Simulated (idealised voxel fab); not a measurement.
Process module under the name voxel spacer lines
The width of the displayed cross-section, cut, is 200 nm; its cells are square, with a size of 5 nm.
Just so we're on the same page, the cross-sections are grids of square cells, and they're listed out in bands top to bottom, each band one or more rows deep.
The band entry comprises the height of the band's top followed by the height of its bottom, expressed in nm, and subsequently the band's materials from left to right, each stated together with its width in nm. Where a single material is marked with the word "edge to edge", that material fills the band from edge to edge. The word "blank" represents empty space.
The level at which height equals 0 is the one under which the wafer, as it arrives, is entirely one material. No lower edge exists for the bottom band, which continues downward and is notated as in "from 0 down".
You'd read "30->40" like this: the band's top row of cells is as wide as the first number, its bottom row is as wide as the second, and going down, every row changes width by the same amount as the row before did.
A step reported as "nothing got changed" is a step in which no cell of the cross-section changed.
"Enclosed cavities" contains a list of empty spaces, each no smaller than 8 cells and without an open way to the top, written in the form width x height at distance with the distance from the left edge and all three in nm.
On a step's line, text after the settings is the simulator commenting on that step.
You can add "overlay nm" to a step's line. For a step with a mask, it describes how far the mask lay to the right of its planned position, and a negative number describes a lay to the left.
Each of the pairs that make up the rest of this document says: here is the cross-section before one process step, here is the cross-section after it, drawn only down to the lowest band that changed, and here, under the pair, is the step lying between them with its settings. Different pairs may come from different runs of this module on the same starting wafer, so a pair continues from the pair above it only where its entry headed "Pre-step view" says so.
Pre-step view:
	from 50 to 30: 30 blank, then 20 SiN, then 40 blank, then 20 SiN, then 40 blank, then 20 SiN, then 30 blank
	from 30 to 10: W edge to edge
	from 10 to 0: Al2O3 edge to edge
	from 0 down: Si edge to edge
	Enclosed cavities: none
Cross-Section After Step:
	from 50 to 30: 30 blank, then 20 SiN, then 40 blank, then 20 SiN, then 40 blank, then 20 SiN, then 30 blank
	from 30 to 10: 30 blank, then 20 W, then 40 blank, then 20 W, then 40 blank, then 20 W, then 30 blank
	below 10: unchanged
	Enclosed cavities: none
What was done to get from the before section above to the after section? DIRECTIONAL_ETCH [etch materials W] [depth nm 20]
Pre-step view: the cross-section after the pair above
Cross-Section After Step:
	from 30 to 10: 30 blank, then 20 W, then 40 blank, then 20 W, then 40 blank, then 20 W, then 30 blank
	below 10: unchanged
	Enclosed cavities: none
What was done to get from the before section above to the after section? STRIP [etch materials SiN]
